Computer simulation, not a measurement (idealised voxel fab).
process module | voxel transistor to metal
cross-section cut | 160 nm wide | cells 5 nm
A cross-section is a grid of square cells, given in bands from the top down. A band is one or more rows of cells.
Each band's line starts with the height of the band's top and of its bottom, in nm. Then come its materials from left to right, each with its width in nm. One material with "throughout" fills the band from edge to edge. "air" is empty space.
Height 0 is the level under which the wafer as received is all one material. The lowest band goes on downwards, as in "0 down".
A width such as "30 to 40" changes by the same amount from each row of cells to the next, from the band's top row to its bottom row.
"no change" after a step means that no cell of the cross-section changed.
closed voids: empty space of 8 cells or more with no open way to the top, each as width x height at its distance from the left edge, in nm
after a step's settings: what the simulator itself notes on the step
overlay nm, on a step with a mask: how far to the right of its planned place the mask lay; to the left if negative
plan
1 op RECEIVE | material Si
2 op OXIDIZE | depth nm 5
3 op CONFORMAL_DEP | material SiN | thk nm 15
4 op PATTERN | tone cover | mask id ACTIVE | material resist | width nm 120 | thk nm 15 | overlay nm 0
5 op DIRECTIONAL_ETCH | etch materials SiN | depth nm 15
6 op DIRECTIONAL_ETCH | etch materials SiO2 | depth nm 5
7 op DIRECTIONAL_ETCH | etch materials Si | depth nm 35
8 op STRIP | etch materials resist
9 op OXIDIZE | depth nm 5
10 op FILL_DEP | material SiO2 | thk nm 5
11 op CMP | height nm 15
12 op SELECTIVE_ETCH | etch materials SiO2 | depth nm 5
13 op STRIP | etch materials SiN
14 op SELECTIVE_ETCH | etch materials SiO2 | depth nm 5
15 op OXIDIZE | depth nm 5
16 op DIRECTIONAL_DEP | material polySi | thk nm 20
17 op DIRECTIONAL_DEP | material SiCN | thk nm 10
18 op MASKED_ETCH | tone cover | mask id GATE | width nm 30 | etch materials SiCN | depth nm 20 | overlay nm 0
19 op MASKED_ETCH | tone cover | mask id GATE | width nm 30 | etch materials polySi | depth nm 30 | overlay nm 0
20 op CONFORMAL_DEP | material SiO2 | thk nm 5
21 op DIRECTIONAL_ETCH | etch materials SiO2 | depth nm 5
22 op CONFORMAL_DEP | material SiN | thk nm 5
23 op DIRECTIONAL_ETCH | etch materials SiN | depth nm 5
24 op DIRECTIONAL_ETCH | etch materials SiO2 | depth nm 5
25 op DIRECTIONAL_ETCH | etch materials Si | depth nm 15
26 op EPI | material SiGe | thk nm 20
27 op FILL_DEP | material SiO2 | thk nm 10
28 op CMP | height nm 15
29 op STRIP | etch materials polySi
30 op SELECTIVE_ETCH | etch materials SiO2 | depth nm 5
31 op CONFORMAL_DEP | material HfO2 | thk nm 5
32 op CONFORMAL_DEP | material TiN | thk nm 5
33 op FILL_DEP | material W | thk nm 10
34 op CMP | height nm 10
35 op DIRECTIONAL_DEP | material SiO2 | thk nm 10
36 op PATTERN | tone open | mask id CONTACT | material resist | width nm 20 | pitch nm 90 | thk nm 15 | overlay nm 0
37 op DIRECTIONAL_ETCH | etch materials SiO2 | depth nm 25
38 op STRIP | etch materials resist
39 op CONFORMAL_DEP | material TiN | thk nm 5
40 op FILL_DEP | material W | thk nm 5
41 op CMP | height nm 20
42 op DIRECTIONAL_DEP | material TiN | thk nm 5
43 op DIRECTIONAL_DEP | material W | thk nm 20
44 op PATTERN | tone cover | mask id METAL_1 | material resist | width nm 20 | pitch nm 90 | thk nm 20 | overlay nm 0
45 op DIRECTIONAL_ETCH | etch materials W | depth nm 20
46 op DIRECTIONAL_ETCH | etch materials TiN | depth nm 5
47 op STRIP | etch materials resist
48 op CONFORMAL_DEP | material SiN | thk nm 5
49 op FILL_DEP | material SiO2 | thk nm 10
50 op CMP | height nm 45
51 op CONFORMAL_DEP | material SiCN | thk nm 5
52 op DIRECTIONAL_DEP | material SiO2 | thk nm 35
53 op PATTERN | tone open | mask id METAL_2_HOLES | material resist | width nm 15 | pitch nm 90 | thk nm 20 | overlay nm 0
54 op DIRECTIONAL_ETCH | etch materials SiO2 | depth nm 35
55 op STRIP | etch materials resist
56 op PATTERN | tone open | mask id METAL_2 | material resist | width nm 20 | pitch nm 90 | thk nm 15 | overlay nm 0
57 op DIRECTIONAL_ETCH | etch materials SiO2 | depth nm 20
58 op DIRECTIONAL_ETCH | etch materials SiCN | depth nm 5
59 op STRIP | etch materials resist
60 op CONFORMAL_DEP | material TiN | thk nm 5
61 op FILL_DEP | material Cu | thk nm 10
62 op CMP | height nm 85
63 op CONFORMAL_DEP | material SiCN | thk nm 5
as received, after step 1
  0 down: Si throughout
  closed voids: none
first wafer at the end, as planned
  90 to 85: SiCN throughout
  85 to 70: SiO2 25 | TiN 5 | Cu 10 | TiN 5 | SiO2 70 | TiN 5 | Cu 10 | TiN 5 | SiO2 25
  70 to 65: SiO2 25 | TiN 5 | Cu 5 | TiN 10 | SiO2 70 | TiN 5 | Cu 5 | TiN 10 | SiO2 25
  65 to 50: SiO2 25 | TiN 5 | Cu 5 | TiN 5 | SiO2 75 | TiN 5 | Cu 5 | TiN 5 | SiO2 30
  50 to 45: SiCN 25 | TiN 15 | SiCN 75 | TiN 15 | SiCN 30
  45 to 25: SiO2 20 | SiN 5 | W 20 | SiN 5 | SiO2 60 | SiN 5 | W 20 | SiN 5 | SiO2 20
  25 to 20: SiN 25 | TiN 20 | SiN 70 | TiN 20 | SiN 25
  20 to 15: SiO2 25 | TiN 5 | W 10 | TiN 5 | SiO2 70 | TiN 5 | W 10 | TiN 5 | SiO2 25
  15 to 10: SiO2 25 | TiN 20 | SiO2 70 | TiN 20 | SiO2 25
  10 to 5: SiO2 25 | TiN 10 | SiGe 20 | SiN 5 | HfO2 5 | TiN 5 | W 20 | TiN 5 | HfO2 5 | SiN 5 | SiGe 20 | TiN 10 | SiO2 25
  5 to 0: SiO2 20 | SiN 5 | TiN 10 | SiGe 20 | SiN 5 | HfO2 5 | TiN 5 | W 20 | TiN 5 | HfO2 5 | SiN 5 | SiGe 20 | TiN 10 | SiN 5 | SiO2 20
  0 to -5: SiO2 20 | SiN 5 | TiN 10 | SiGe 20 | SiN 5 | HfO2 5 | TiN 30 | HfO2 5 | SiN 5 | SiGe 20 | TiN 10 | SiN 5 | SiO2 20
  -5 to -10: SiO2 25 | SiGe 30 | SiO2 5 | HfO2 40 | SiO2 5 | SiGe 30 | SiO2 25
  -10 to -25: SiO2 25 | SiGe 30 | Si 50 | SiGe 30 | SiO2 25
  -25 to -45: SiO2 25 | Si 110 | SiO2 25
  -45 down: Si throughout
  closed voids: none
second wafer at the end: like start, like plan, one mistake
  90 to 85: SiCN throughout
  85 to 70: SiO2 25 | TiN 5 | Cu 10 | TiN 5 | SiO2 70 | TiN 5 | Cu 10 | TiN 5 | SiO2 25
  70 to 65: SiO2 25 | TiN 5 | Cu 5 | TiN 10 | SiO2 70 | TiN 5 | Cu 5 | TiN 10 | SiO2 25
  65 to 50: SiO2 25 | TiN 5 | Cu 5 | TiN 5 | SiO2 75 | TiN 5 | Cu 5 | TiN 5 | SiO2 30
  50 to 45: SiCN 25 | TiN 15 | SiCN 75 | TiN 15 | SiCN 30
  45 to 40: SiN 25 | TiN 20 | SiN 70 | TiN 20 | SiN 25
  40 to 20: W throughout
  20 to 15: SiO2 25 | TiN 5 | W 10 | TiN 5 | SiO2 70 | TiN 5 | W 10 | TiN 5 | SiO2 25
  15 to 10: SiO2 25 | TiN 20 | SiO2 70 | TiN 20 | SiO2 25
  10 to 5: SiO2 25 | TiN 10 | SiGe 20 | SiN 5 | HfO2 5 | TiN 5 | W 20 | TiN 5 | HfO2 5 | SiN 5 | SiGe 20 | TiN 10 | SiO2 25
  5 to 0: SiO2 20 | SiN 5 | TiN 10 | SiGe 20 | SiN 5 | HfO2 5 | TiN 5 | W 20 | TiN 5 | HfO2 5 | SiN 5 | SiGe 20 | TiN 10 | SiN 5 | SiO2 20
  0 to -5: SiO2 20 | SiN 5 | TiN 10 | SiGe 20 | SiN 5 | HfO2 5 | TiN 30 | HfO2 5 | SiN 5 | SiGe 20 | TiN 10 | SiN 5 | SiO2 20
  -5 to -10: SiO2 25 | SiGe 30 | SiO2 5 | HfO2 40 | SiO2 5 | SiGe 30 | SiO2 25
  -10 to -25: SiO2 25 | SiGe 30 | Si 50 | SiGe 30 | SiO2 25
  -25 to -45: SiO2 25 | Si 110 | SiO2 25
  -45 down: Si throughout
  closed voids: none
what went wrong: steps 42 and 43 were swapped
at the end the second wafer has, in cells: 16 fewer of SiN | 80 fewer of SiO2 | 96 more of W
